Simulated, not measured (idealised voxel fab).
The process module presented herein is designated voxel released beams.
Cross-sectional view cut (width: 290 nm; square cell size: 5 nm).
We lay out every cross-section as a grid of square cells and spell it out in bands from the top down, where one band means one or more rows of cells.
Band entry format. Leading values: height of top, height of bottom, nm. Remainder: materials in left-to-right order, each with its width in nm. Special words: "all across" on a single material, which then fills the band edge to edge; "empty", empty space.
All heights in this document are referenced to 0, defined as the level beneath which the wafer, as received, consists entirely of one material. The lowest band is not bounded below; it extends indefinitely downward and is written in the form "top 0, no bottom".
A two-number width, for instance "30->40", indicates that the width is equal to the first number in the top row of the band and to the second number in the bottom row, and that it changes by a constant amount per row of cells.
"everything unchanged" (step): cross-section cells unchanged, all of them.
"Unvented cavities" lists enclosed empty spaces (at least 8 cells, no open path upward to the top), each as width x height at distance from the left edge, in nm.
Whatever follows a step's settings on its line is a remark the simulator itself makes about that step.
Each step line may optionally specify "overlay nm", which for a step with a mask gives the rightward distance between the mask's planned place and where it lay, a negative value indicating the leftward direction.
### These are the steps we planned for the process
1) RECEIVE (material Si)
2) CONFORMAL_DEP (material SiN; thk nm 10)
3) DIRECTIONAL_DEP (material SiO2; thk nm 10)
4) PATTERN (tone open; mask id ANCHOR; material resist; width nm 25; thk nm 15; overlay nm 0)
5) DIRECTIONAL_ETCH (etch materials SiO2; depth nm 10)
6) STRIP (etch materials resist)
7) CONFORMAL_DEP (material W; thk nm 10)
8) PATTERN (tone cover; mask id BEAM; material resist; width nm 75; thk nm 15; overlay nm 0)
9) DIRECTIONAL_ETCH (etch materials W; depth nm 10)
10) STRIP (etch materials resist)
11) STRIP (etch materials SiO2)
### The first of the two wafers, which ran as planned
### Here's what the wafer looked like in cross-section when it arrived - that's after step 1
    top 0, no bottom  Si all across
    Unvented cavities: none
### The following cross-section depicts the wafer upon completion of step 2
    top 10, bottom 0  SiN all across
    Note: structure below 0 unchanged.
### The following cross-section depicts the wafer upon completion of step 3
    top 20, bottom 10  SiO2 all across
    Note: structure below 10 unchanged.
### The following cross-section depicts the wafer upon completion of step 4
    top 35, bottom 20  resist 110 nm, empty 25 nm, resist 155 nm
    Note: structure below 20 unchanged.
### The following cross-section depicts the wafer upon completion of step 5
    top 35, bottom 20  resist 110 nm, empty 25 nm, resist 155 nm
    top 20, bottom 10  SiO2 110 nm, empty 25 nm, SiO2 155 nm
    Note: structure below 10 unchanged.
### The following cross-section depicts the wafer upon completion of step 6
    top 20, bottom 10  SiO2 110 nm, empty 25 nm, SiO2 155 nm
    Note: structure below 10 unchanged.
### The following cross-section depicts the wafer upon completion of step 7
    top 30, bottom 20  W 120 nm, empty 5 nm, W 165 nm
    top 20, bottom 10  SiO2 110 nm, W 25 nm, SiO2 155 nm
    Note: structure below 10 unchanged.
### The following cross-section depicts the wafer upon completion of step 8
    top 45, bottom 30  empty 105 nm, resist 75 nm, empty 110 nm
    top 30, bottom 20  W 120 nm, resist 5 nm, W 165 nm
    Note: structure below 20 unchanged.
### The following cross-section depicts the wafer upon completion of step 9
    top 45, bottom 30  empty 105 nm, resist 75 nm, empty 110 nm
    top 30, bottom 20  empty 105 nm, W 15 nm, resist 5 nm, W 55 nm, empty 110 nm
    Note: structure below 20 unchanged.
### The following cross-section depicts the wafer upon completion of step 10
    top 30, bottom 20  empty 105 nm, W 15 nm, empty 5 nm, W 55 nm, empty 110 nm
    Note: structure below 20 unchanged.
### The following cross-section depicts the wafer upon completion of step 11
    top 30, bottom 20  empty 105 nm, W 15 nm, empty 5 nm, W 55 nm, empty 110 nm
    top 20, bottom 10  empty 110 nm, W 25 nm, empty 155 nm
    Note: structure below 10 unchanged.
### Wafer two. Same start, same plan, one slip in execution. Same as wafer one through step 1, inclusive
### Here is the second wafer in cross-section at the point where step 2 of the plan should have been done
    top 10, bottom 0  W all across
    Note: structure below 0 unchanged.
### Here is the second wafer in cross-section at the point where step 3 of the plan should have been done
    top 20, bottom 10  SiO2 all across
    Note: structure below 10 unchanged.
### Here is the second wafer in cross-section at the point where step 4 of the plan should have been done
    top 35, bottom 20  resist 110 nm, empty 25 nm, resist 155 nm
    Note: structure below 20 unchanged.
### Here is the second wafer in cross-section at the point where step 5 of the plan should have been done
    top 35, bottom 20  resist 110 nm, empty 25 nm, resist 155 nm
    top 20, bottom 10  SiO2 110 nm, empty 25 nm, SiO2 155 nm
    Note: structure below 10 unchanged.
### Here is the second wafer in cross-section at the point where step 6 of the plan should have been done
    top 20, bottom 10  SiO2 110 nm, empty 25 nm, SiO2 155 nm
    Note: structure below 10 unchanged.
### Here is the second wafer in cross-section at the point where step 7 of the plan should have been done
    top 30, bottom 20  W 120 nm, empty 5 nm, W 165 nm
    top 20, bottom 10  SiO2 110 nm, W 25 nm, SiO2 155 nm
    Note: structure below 10 unchanged.
### Here is the second wafer in cross-section at the point where step 8 of the plan should have been done
    top 45, bottom 30  empty 105 nm, resist 75 nm, empty 110 nm
    top 30, bottom 20  W 120 nm, resist 5 nm, W 165 nm
    Note: structure below 20 unchanged.
### Here is the second wafer in cross-section at the point where step 9 of the plan should have been done
    top 45, bottom 30  empty 105 nm, resist 75 nm, empty 110 nm
    top 30, bottom 20  empty 105 nm, W 15 nm, resist 5 nm, W 55 nm, empty 110 nm
    Note: structure below 20 unchanged.
### Here is the second wafer in cross-section at the point where step 10 of the plan should have been done
    top 30, bottom 20  empty 105 nm, W 15 nm, empty 5 nm, W 55 nm, empty 110 nm
    Note: structure below 20 unchanged.
### Here is the second wafer in cross-section at the point where step 11 of the plan should have been done
    top 30, bottom 20  empty 105 nm, W 15 nm, empty 5 nm, W 55 nm, empty 110 nm
    top 20, bottom 10  empty 110 nm, W 25 nm, empty 155 nm
    Note: structure below 10 unchanged.
What broke from the plan during processing? step 2 did not use the planned setting and instead ran as CONFORMAL_DEP (material W; thk nm 10)
at the end the second wafer has, in cells: SiN: 116 fewer | W: 116 more
